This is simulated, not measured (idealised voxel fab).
Herein follows the process module entitled voxel transistor to metal.
195 nm wide, 5 nm square cells: that's cross-section cut.
We lay out every cross-section as a grid of square cells and spell it out in bands from the top down, where one band means one or more rows of cells. Quick guide to a band line: top height, bottom height (nm) up front; then every material left to right with its width in nm. Only one material and it's marked "throughout"? Then it fills the band edge to edge. And "blank" just means empty space. Where do heights start? At 0: under that level the wafer as delivered is made of one material only. And the lowest band has no floor; it just carries on downward, as in "top 0, no bottom". Per-row width for "30..40": begins at first number (top row of band), ends at second number (bottom row), increment between rows held constant. The cross-section has no changed cell in any step marked "nothing different". Voids not open to the top, 8 cells minimum: see "Closed-off voids". Written width x height at distance; distance is from the left edge; nm. Whatever follows a step's settings on its line is a remark the simulator itself makes about that step. The "overlay nm" setting may appear on a step's line; for a step that uses a mask, it gives how far to the right of its planned position the mask lay, and a negative value indicates the left.

PROCESS STEPS (PLANNED)
- 1: RECEIVE (material Si)
- 2: CONFORMAL_DEP (material SiO2; thk nm 5)
- 3: CONFORMAL_DEP (material SiN; thk nm 10)
- 4: DIRECTIONAL_DEP (material aC; thk nm 15)
- 5: PATTERN (tone cover; mask id ACTIVE; material resist; width nm 105; thk nm 35; overlay nm 0)
- 6: DIRECTIONAL_ETCH (etch materials aC; depth nm 15)
- 7: STRIP (etch materials resist)
- 8: DIRECTIONAL_ETCH (etch materials SiN; depth nm 10)
- 9: DIRECTIONAL_ETCH (etch materials SiO2; depth nm 5)
- 10: DIRECTIONAL_ETCH (etch materials Si; depth nm 25)
- 11: STRIP (etch materials aC)
- 12: OXIDIZE (depth nm 5)
- 13: FILL_DEP (material SiO2; thk nm 10)
- 14: CMP (height nm 15)
- 15: SELECTIVE_ETCH (etch materials SiO2; depth nm 5)
- 16: STRIP (etch materials SiN)
- 17: SELECTIVE_ETCH (etch materials SiO2; depth nm 5)
- 18: OXIDIZE (depth nm 5)
- 19: DIRECTIONAL_DEP (material polySi; thk nm 20)
- 20: DIRECTIONAL_DEP (material SiCN; thk nm 15)
- 21: DIRECTIONAL_DEP (material aC; thk nm 10)
- 22: PATTERN (tone cover; mask id GATE; material resist; width nm 25; thk nm 30; overlay nm 0)
- 23: DIRECTIONAL_ETCH (etch materials aC; depth nm 10)
- 24: STRIP (etch materials resist)
- 25: DIRECTIONAL_ETCH (etch materials SiCN; depth nm 25)
- 26: DIRECTIONAL_ETCH (etch materials polySi; depth nm 30)
- 27: STRIP (etch materials aC)
- 28: CONFORMAL_DEP (material SiN; thk nm 5)
- 29: DIRECTIONAL_ETCH (etch materials SiN; depth nm 5)
- 30: DIRECTIONAL_ETCH (etch materials SiO2; depth nm 5)
- 31: DIRECTIONAL_ETCH (etch materials Si; depth nm 10)
- 32: EPI (material SiGe; thk nm 15)
- 33: FILL_DEP (material SiO2; thk nm 10)
- 34: CMP (height nm 20)
- 35: STRIP (etch materials polySi)
- 36: SELECTIVE_ETCH (etch materials SiO2; depth nm 5)
- 37: CONFORMAL_DEP (material HfO2; thk nm 5)
- 38: CONFORMAL_DEP (material TiN; thk nm 5)
- 39: FILL_DEP (material W; thk nm 10)
- 40: CMP (height nm 15)
- 41: DIRECTIONAL_DEP (material SiO2; thk nm 10)
- 42: MASKED_ETCH (tone open; mask id CONTACT; width nm 15; pitch nm 80; etch materials SiO2; depth nm 25; overlay nm 0)
- 43: CONFORMAL_DEP (material TiN; thk nm 5)
- 44: FILL_DEP (material W; thk nm 5)
- 45: CMP (height nm 25)
- 46: DIRECTIONAL_DEP (material TiN; thk nm 5)
- 47: DIRECTIONAL_DEP (material W; thk nm 15)
- 48: DIRECTIONAL_DEP (material aC; thk nm 15)
- 49: PATTERN (tone cover; mask id METAL_1; material resist; width nm 15; pitch nm 80; thk nm 35; overlay nm 0)
- 50: DIRECTIONAL_ETCH (etch materials aC; depth nm 15)
- 51: STRIP (etch materials resist)
- 52: DIRECTIONAL_ETCH (etch materials W; depth nm 15)
- 53: DIRECTIONAL_ETCH (etch materials TiN; depth nm 5)
- 54: STRIP (etch materials aC)
- 55: FILL_DEP (material SiO2; thk nm 10)
- 56: CMP (height nm 45)
- 57: CONFORMAL_DEP (material SiCN; thk nm 5)
- 58: DIRECTIONAL_DEP (material SiO2; thk nm 30)
- 59: DIRECTIONAL_DEP (material aC; thk nm 15)
- 60: PATTERN (tone open; mask id METAL_2; material resist; width nm 15; pitch nm 80; thk nm 35; overlay nm 0)
- 61: DIRECTIONAL_ETCH (etch materials aC; depth nm 15)
- 62: STRIP (etch materials resist)
- 63: DIRECTIONAL_ETCH (etch materials SiO2; depth nm 20)
- 64: STRIP (etch materials aC)
- 65: PATTERN (tone open; mask id METAL_2_HOLES; material resist; width nm 15; pitch nm 80; thk nm 15; overlay nm 0)
- 66: DIRECTIONAL_ETCH (etch materials SiO2; depth nm 10)
- 67: DIRECTIONAL_ETCH (etch materials SiCN; depth nm 5)
- 68: STRIP (etch materials resist)
- 69: CONFORMAL_DEP (material TiN; thk nm 5)
- 70: FILL_DEP (material Ru; thk nm 10)
- 71: CMP (height nm 80)
- 72: CONFORMAL_DEP (material SiCN; thk nm 5)

CROSS-SECTION OF THE WAFER AS IT CAME TO US, I.E., ALREADY THROUGH STEP 1
    top 0, no bottom: Si throughout
    Closed-off voids: none

LOOKING AT THE FIRST OF TWO WAFERS IN CROSS-SECTION AT END OF MODULE - RAN TO PLAN
    top 85, bottom 80: SiCN throughout
    top 80, bottom 50: SiO2=50  TiN=5  Ru=5  TiN=5  SiO2=65  TiN=5  Ru=5  TiN=5  SiO2=50
    top 50, bottom 45: SiCN=50  TiN=15  SiCN=65  TiN=15  SiCN=50
    top 45, bottom 30: SiO2=50  W=15  SiO2=65  W=15  SiO2=50
    top 30, bottom 25: SiO2=50  TiN=15  SiO2=65  TiN=15  SiO2=50
    top 25, bottom 15: SiO2=50  TiN=5  W=5  TiN=5  SiO2=65  TiN=5  W=5  TiN=5  SiO2=50
    top 15, bottom 10: SiO2=50  TiN=5  W=5  TiN=5  SiO2=15  SiN=5  HfO2=5  TiN=5  W=5  TiN=5  HfO2=5  SiN=5  SiO2=15  TiN=5  W=5  TiN=5  SiO2=50
    top 10, bottom 5: SiO2=50  TiN=5  W=5  TiN=5  SiGe=15  SiN=5  HfO2=5  TiN=5  W=5  TiN=5  HfO2=5  SiN=5  SiGe=15  TiN=5  W=5  TiN=5  SiO2=50
    top 5, bottom 0: SiO2=40  SiN=5  SiO2=5  TiN=15  SiGe=15  SiN=5  HfO2=5  TiN=15  HfO2=5  SiN=5  SiGe=15  TiN=15  SiO2=5  SiN=5  SiO2=40
    top 0, bottom -5: SiO2=45  SiGe=35  HfO2=35  SiGe=35  SiO2=45
    top -5, bottom -15: SiO2=50  SiGe=30  Si=35  SiGe=30  SiO2=50
    top -15, bottom -30: SiO2=50  Si=95  SiO2=50
    top -30, no bottom: Si throughout
    Closed-off voids: none

WAFER TWO, SECTIONED AFTER THE MODULE: THE FIRST WAFER'S START, THE FIRST WAFER'S PLAN, AND ONE MISTAKE IN HOW IT WAS RUN
    top 85, bottom 80: SiCN throughout
    top 80, bottom 50: SiO2=50  TiN=5  Ru=5  TiN=5  SiO2=65  TiN=5  Ru=5  TiN=5  SiO2=50
    top 50, bottom 45: SiCN=50  TiN=15  SiCN=65  TiN=15  SiCN=50
    top 45, bottom 30: SiO2=50  W=15  SiO2=65  W=15  SiO2=50
    top 30, bottom 25: SiO2=50  TiN=15  SiO2=65  TiN=15  SiO2=50
    top 25, bottom 15: SiO2=60  TiN=5  W=5  TiN=5  SiO2=65  TiN=5  W=5  TiN=5  SiO2=40
    top 15, bottom 10: SiO2=60  TiN=15  SiO2=5  SiN=5  HfO2=5  TiN=5  W=5  TiN=5  HfO2=5  SiN=5  SiO2=25  TiN=5  W=5  TiN=5  SiO2=40
    top 10, bottom 5: SiO2=60  TiN=5  SiGe=15  SiN=5  HfO2=5  TiN=5  W=5  TiN=5  HfO2=5  SiN=5  SiGe=15  SiO2=10  TiN=15  SiO2=40
    top 5, bottom 0: SiO2=40  SiN=5  SiO2=15  TiN=5  SiGe=15  SiN=5  HfO2=5  TiN=15  HfO2=5  SiN=5  SiGe=15  SiO2=10  TiN=10  SiN=5  SiO2=40
    top 0, bottom -5: SiO2=45  SiGe=35  HfO2=35  SiGe=35  SiO2=45
    top -5, bottom -15: SiO2=50  SiGe=30  Si=35  SiGe=30  SiO2=50
    top -15, bottom -30: SiO2=50  Si=95  SiO2=50
    top -30, no bottom: Si throughout
    Closed-off voids: none
What broke from the plan during processing? note that step 42 departed from the planned setting and was carried out as MASKED_ETCH (tone open; mask id CONTACT; width nm 15; pitch nm 80; etch materials SiO2; depth nm 25; overlay nm 10)
Final tally in cells, some materials are higher or lower on the second wafer than on the first: SiO2: 5 more; TiN: 2 fewer; W: 3 fewer
